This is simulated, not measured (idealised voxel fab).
Name of the process module below: voxel transistor to metal
Cross-section cut: width 210 nm, square cells of 5 nm.
For the purposes of this document, a cross-section shall be understood as a grid of square cells, specified as bands listed in top-to-bottom order, each band consisting of one or more rows of cells. Quick guide to a band line: top height, bottom height (nm) up front; then every material left to right with its width in nm. Only one material and it's marked "throughout"? Then it fills the band edge to edge. And "empty" just means empty space. Heights are measured from 0, the level below which the as-received wafer is all one material; the lowest band has no bottom and continues downward, written as in "0 and below". The expression "30..40" gives the width at the extremes of the band, the first number at its top row of cells and the second at its bottom row, with the width changing by equal amounts from each row to the next in between. Where a step carries "left unchanged", the cross-section came out of it unchanged, cell for cell. The label "Unvented cavities" introduces a list of the empty spaces, 8 cells or larger, that have no open way up to the top; each entry in it reads width x height at distance, where the distance is taken from the left edge and all three are stated in nm. If you see something after the settings on a step's line, that's the simulator's own remark about that step. overlay nm: mask offset rightward from planned place, masked step; negative means leftward offset.

The planned process steps are enumerated hereunder
step 1: RECEIVE,material Si
step 2: CONFORMAL_DEP,material SiO2,thk nm 5
step 3: CONFORMAL_DEP,material SiN,thk nm 15
step 4: MASKED_ETCH,tone cover,mask id ACTIVE,width nm 120,etch materials SiN,depth nm 15,overlay nm 0
step 5: MASKED_ETCH,tone cover,mask id ACTIVE,width nm 120,etch materials SiO2,depth nm 5,overlay nm 0
step 6: MASKED_ETCH,tone cover,mask id ACTIVE,width nm 120,etch materials Si,depth nm 35,overlay nm 0
step 7: FILL_DEP,material SiO2,thk nm 10
step 8: CMP,height nm 20
step 9: SELECTIVE_ETCH,etch materials SiO2,depth nm 5
step 10: STRIP,etch materials SiN
step 11: SELECTIVE_ETCH,etch materials SiO2,depth nm 5
step 12: OXIDIZE,depth nm 5
step 13: DIRECTIONAL_DEP,material polySi,thk nm 25
step 14: DIRECTIONAL_DEP,material SiCN,thk nm 15
step 15: MASKED_ETCH,tone cover,mask id GATE,width nm 30,etch materials SiCN,depth nm 25,overlay nm 0
step 16: MASKED_ETCH,tone cover,mask id GATE,width nm 30,etch materials polySi,depth nm 35,overlay nm 0
step 17: CONFORMAL_DEP,material SiN,thk nm 10
step 18: DIRECTIONAL_ETCH,etch materials SiN,depth nm 10
step 19: DIRECTIONAL_ETCH,etch materials SiO2,depth nm 5
step 20: EPI,material SiGe,thk nm 5
step 21: FILL_DEP,material SiO2,thk nm 10
step 22: CMP,height nm 25
step 23: STRIP,etch materials polySi
step 24: SELECTIVE_ETCH,etch materials SiO2,depth nm 5
step 25: CONFORMAL_DEP,material HfO2,thk nm 5
step 26: CONFORMAL_DEP,material TiN,thk nm 5
step 27: FILL_DEP,material W,thk nm 10
step 28: CMP,height nm 20
step 29: DIRECTIONAL_DEP,material SiO2,thk nm 15
step 30: PATTERN,tone open,mask id CONTACT,material resist,width nm 15,pitch nm 85,thk nm 15,overlay nm 0
step 31: DIRECTIONAL_ETCH,etch materials SiO2,depth nm 35
step 32: STRIP,etch materials resist
step 33: CONFORMAL_DEP,material TiN,thk nm 5
step 34: FILL_DEP,material W,thk nm 5
step 35: CMP,height nm 35
step 36: CONFORMAL_DEP,material SiCN,thk nm 5
step 37: DIRECTIONAL_DEP,material SiO2,thk nm 15
step 38: MASKED_ETCH,tone open,mask id METAL_1,width nm 15,pitch nm 85,etch materials SiO2,depth nm 15,overlay nm 0
step 39: MASKED_ETCH,tone open,mask id METAL_1,width nm 15,pitch nm 85,etch materials SiCN,depth nm 5,overlay nm 0
step 40: CONFORMAL_DEP,material TiN,thk nm 5
step 41: FILL_DEP,material Cu,thk nm 10
step 42: CMP,height nm 55
step 43: CONFORMAL_DEP,material SiCN,thk nm 5
step 44: DIRECTIONAL_DEP,material SiO2,thk nm 30
step 45: DIRECTIONAL_DEP,material aC,thk nm 15
step 46: PATTERN,tone open,mask id METAL_2,material resist,width nm 15,pitch nm 85,thk nm 35,overlay nm 0
step 47: DIRECTIONAL_ETCH,etch materials aC,depth nm 15
step 48: STRIP,etch materials resist
step 49: DIRECTIONAL_ETCH,etch materials SiO2,depth nm 15
step 50: STRIP,etch materials aC
step 51: PATTERN,tone open,mask id METAL_2_HOLES,material resist,width nm 15,pitch nm 85,thk nm 20,overlay nm 0
step 52: DIRECTIONAL_ETCH,etch materials SiO2,depth nm 15
step 53: DIRECTIONAL_ETCH,etch materials SiCN,depth nm 5
step 54: STRIP,etch materials resist
step 55: CONFORMAL_DEP,material TiN,thk nm 5
step 56: FILL_DEP,material Cu,thk nm 10
step 57: CMP,height nm 90
step 58: CONFORMAL_DEP,material SiN,thk nm 5

Incoming wafer in cross-section (state: after step 1)
- 0 and below | Si throughout
- Unvented cavities: none

The first of the two wafers as seen in cross-section once the module was finished; processing followed the plan
- 95 down to 90 | SiN throughout
- 90 down to 60 | SiO2 55 | TiN 5 | Cu 5 | TiN 5 | SiO2 70 | TiN 5 | Cu 5 | TiN 5 | SiO2 55
- 60 down to 55 | SiCN 55 | TiN 15 | SiCN 70 | TiN 15 | SiCN 55
- 55 down to 40 | SiO2 55 | TiN 5 | Cu 5 | TiN 5 | SiO2 70 | TiN 5 | Cu 5 | TiN 5 | SiO2 55
- 40 down to 35 | SiCN 55 | TiN 15 | SiCN 70 | TiN 15 | SiCN 55
- 35 down to 20 | SiO2 55 | TiN 5 | W 5 | TiN 5 | SiO2 70 | TiN 5 | W 5 | TiN 5 | SiO2 55
- 20 down to 10 | SiO2 55 | TiN 5 | W 5 | TiN 5 | SiO2 10 | SiN 10 | HfO2 5 | TiN 5 | W 10 | TiN 5 | HfO2 5 | SiN 10 | SiO2 10 | TiN 5 | W 5 | TiN 5 | SiO2 55
- 10 down to 5 | SiO2 40 | SiN 10 | SiO2 5 | TiN 5 | W 5 | TiN 5 | SiO2 10 | SiN 10 | HfO2 5 | TiN 5 | W 10 | TiN 5 | HfO2 5 | SiN 10 | SiO2 10 | TiN 5 | W 5 | TiN 5 | SiO2 5 | SiN 10 | SiO2 40
- 5 down to 0 | SiO2 40 | SiN 10 | SiO2 5 | TiN 15 | SiO2 10 | SiN 10 | HfO2 5 | TiN 20 | HfO2 5 | SiN 10 | SiO2 10 | TiN 15 | SiO2 5 | SiN 10 | SiO2 40
- 0 down to -5 | SiO2 50 | SiGe 30 | SiO2 5 | HfO2 40 | SiO2 5 | SiGe 30 | SiO2 50
- -5 down to -35 | SiO2 45 | Si 120 | SiO2 45
- -35 and below | Si throughout
- Unvented cavities: none

Wafer two, end of module, cross-section. Same start, same plan as wafer one. One mistake in the run
- 95 down to 90 | SiN throughout
- 90 down to 60 | SiO2 55 | TiN 5 | Cu 5 | TiN 5 | SiO2 70 | TiN 5 | Cu 5 | TiN 5 | SiO2 55
- 60 down to 55 | SiCN 55 | TiN 15 | SiCN 70 | TiN 15 | SiCN 55
- 55 down to 45 | Cu throughout
- 45 down to 40 | TiN 60 | Cu 5 | TiN 80 | Cu 5 | TiN 60
- 40 down to 35 | SiCN 55 | TiN 15 | SiCN 70 | TiN 15 | SiCN 55
- 35 down to 20 | SiO2 55 | TiN 5 | W 5 | TiN 5 | SiO2 70 | TiN 5 | W 5 | TiN 5 | SiO2 55
- 20 down to 10 | SiO2 55 | TiN 5 | W 5 | TiN 5 | SiO2 10 | SiN 10 | HfO2 5 | TiN 5 | W 10 | TiN 5 | HfO2 5 | SiN 10 | SiO2 10 | TiN 5 | W 5 | TiN 5 | SiO2 55
- 10 down to 5 | SiO2 40 | SiN 10 | SiO2 5 | TiN 5 | W 5 | TiN 5 | SiO2 10 | SiN 10 | HfO2 5 | TiN 5 | W 10 | TiN 5 | HfO2 5 | SiN 10 | SiO2 10 | TiN 5 | W 5 | TiN 5 | SiO2 5 | SiN 10 | SiO2 40
- 5 down to 0 | SiO2 40 | SiN 10 | SiO2 5 | TiN 15 | SiO2 10 | SiN 10 | HfO2 5 | TiN 20 | HfO2 5 | SiN 10 | SiO2 10 | TiN 15 | SiO2 5 | SiN 10 | SiO2 40
- 0 down to -5 | SiO2 50 | SiGe 30 | SiO2 5 | HfO2 40 | SiO2 5 | SiGe 30 | SiO2 50
- -5 down to -35 | SiO2 45 | Si 120 | SiO2 45
- -35 and below | Si throughout
- Unvented cavities: none
Where did the run depart from the plan? heads up, step 37 of the plan was skipped and never actually ran
Cell-count delta at end, second wafer over first, by material: Cu: 80 more; SiO2: 108 fewer; TiN: 28 more
